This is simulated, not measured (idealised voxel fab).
Process module in this document: voxel spacer lines
Section cut is 225 nm wide and gridded with 5 nm square cells.
In what follows, cross-sections appear as grids of square cells, described through bands that run from the top down, where every band is one or more rows of cells.
The entry gives the band's vertical extent as a top height and a bottom height in nm, then its horizontal make-up as materials from left to right, each with a width in nm. "empty" stands for empty space; a single material marked "everywhere" fills the band edge to edge.
Height 0 is the level under which the wafer as received is all one material. The lowest band goes on downwards, as in "0..down".
Read "30->40" as a graded width: first number on top, second number at the bottom, same change between each pair of neighbouring rows.
Where a step carries "nothing got changed", the cross-section came out of it unchanged, cell for cell.
The entry "Voids, fully enclosed" lists the empty spaces that cover at least 8 cells and have no open path to the top. Each is written as width x height at distance, where the distance is measured from the left edge and all three values are in nm.
On a step's line, text after the settings is the simulator commenting on that step.
The optional step-line setting "overlay nm" applies to steps with a mask and quantifies how far to the right of its planned location the mask lay, a negative value indicating leftward placement.
-- The following list gives the planned process steps
- 1: RECEIVE | material Si
- 2: CONFORMAL_DEP | material Al2O3 | thk nm 5
- 3: DIRECTIONAL_DEP | material W | thk nm 10
- 4: DIRECTIONAL_DEP | material aC | thk nm 30
- 5: PATTERN | tone cover | mask id MANDREL | material resist | width nm 25 | pitch nm 70 | thk nm 40 | overlay nm 0
- 6: DIRECTIONAL_ETCH | etch materials aC | depth nm 30
- 7: STRIP | etch materials resist
- 8: CONFORMAL_DEP | material SiO2 | thk nm 10
- 9: DIRECTIONAL_ETCH | etch materials SiO2 | depth nm 10
- 10: STRIP | etch materials aC
- 11: DIRECTIONAL_ETCH | etch materials W | depth nm 10
- 12: STRIP | etch materials SiO2
- 13: FILL_DEP | material SiO2 | thk nm 5
- 14: CMP | height nm 15
-- Cross-sectional view of the wafer in its as-received condition, corresponding to the state after step 1
* 0..down: Si everywhere
* Voids, fully enclosed: none
-- Here's the cross-section of the first of our two wafers at the end of the module - it ran as planned
* 15..5: SiO2: 20; W: 10; SiO2: 25; W: 10; SiO2: 25; W: 10; SiO2: 25; W: 10; SiO2: 25; W: 10; SiO2: 25; W: 10; SiO2: 20
* 5..0: Al2O3 everywhere
* 0..down: Si everywhere
* Voids, fully enclosed: none
-- Wafer two, sectioned after the module: the first wafer's start, the first wafer's plan, and one mistake in how it was run
* 15..5: aC everywhere
* 5..0: Al2O3 everywhere
* 0..down: Si everywhere
* Voids, fully enclosed: none
Want to know what went wrong? steps 3 and 4 were swapped
Wrapping up, a cell-based count of both wafers puts the second over or under the first for these materials: 66 fewer of SiO2, 24 fewer of W, 90 more of aC
